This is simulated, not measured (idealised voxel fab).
Process module, titled voxel double patterning
Section shown: cut. Width: 165 nm. Cell size: 5 nm, square.
This document writes a cross-section as a grid whose cells are square, and gives it as bands, listed from the top down; one or more rows of cells form a band.
Band entry format. Leading values: height of top, height of bottom, nm. Remainder: materials in left-to-right order, each with its width in nm. Special words: "all across" on a single material, which then fills the band edge to edge; "empty", empty space.
Heads up on the height convention: 0 is the point under which the incoming wafer is all one material, and the lowest band has no bottom, it just keeps going down, like "0 down".
The expression "30..40" gives the width at the extremes of the band, the first number at its top row of cells and the second at its bottom row, with the width changing by equal amounts from each row to the next in between.
Where the words "nothing got changed" appear for a step, the cross-section shows no cell changed by that step; every cell remained as before.
Any empty space of 8 cells or more lacking an open way to the top shows up in "Enclosed internal cavities" as width x height at distance, distance from the left edge, in nm.
Where a step's line continues beyond its settings, the continuation is a remark by the simulator itself on that step.
Among the settings permitted on a step's line is "overlay nm"; applied to a step with a mask, it specifies the extent to which the mask lay to the right of its planned position, whereas a negative figure signifies a position to the left.
[List of planned process steps]
1,RECEIVE [material Si]
2,CONFORMAL_DEP [material SiO2] [thk nm 10]
3,DIRECTIONAL_DEP [material polySi] [thk nm 15]
4,DIRECTIONAL_DEP [material SiN] [thk nm 10]
5,DIRECTIONAL_DEP [material aC] [thk nm 10]
6,PATTERN [tone open] [mask id FIRST] [material resist] [width nm 15] [pitch nm 50] [thk nm 30] [overlay nm 0]
7,DIRECTIONAL_ETCH [etch materials aC] [depth nm 10]
8,STRIP [etch materials resist]
9,DIRECTIONAL_ETCH [etch materials SiN] [depth nm 10]
10,STRIP [etch materials aC]
11,DIRECTIONAL_DEP [material aC] [thk nm 10]
12,PATTERN [tone open] [mask id SECOND] [material resist] [width nm 15] [pitch nm 50] [thk nm 30] [overlay nm 0]
13,DIRECTIONAL_ETCH [etch materials aC] [depth nm 10]
14,STRIP [etch materials resist]
15,DIRECTIONAL_ETCH [etch materials SiN] [depth nm 10]
16,STRIP [etch materials aC]
17,DIRECTIONAL_ETCH [etch materials polySi] [depth nm 15]
18,STRIP [etch materials SiN]
[The cross-section here shows the wafer as received, i.e. in its state after step 1]
* 0 down: Si all across
* Enclosed internal cavities: none
[Wafer cross-section at module end: first of two, run to plan]
* 25 to 10: 25 polySi | 15 empty | 10 polySi | 15 empty | 10 polySi | 15 empty | 10 polySi | 15 empty | 10 polySi | 15 empty | 25 polySi
* 10 to 0: SiO2 all across
* 0 down: Si all across
* Enclosed internal cavities: none
[Here's the second of our two wafers sectioned at module end. Same start as the first, same plan, but one mistake got made running it]
* 40 to 25: 25 polySi | 15 empty | 10 polySi | 15 empty | 10 polySi | 15 empty | 10 polySi | 15 empty | 10 polySi | 15 empty | 25 polySi
* 25 to 10: polySi all across
* 10 to 0: SiO2 all across
* 0 down: Si all across
* Enclosed internal cavities: none
Heads up, the wafer didn't run the way we planned it: yeah, plan step 3 got run twice
Final wafer comparison in cells, second versus first, more or fewer per material: 99 more of polySi
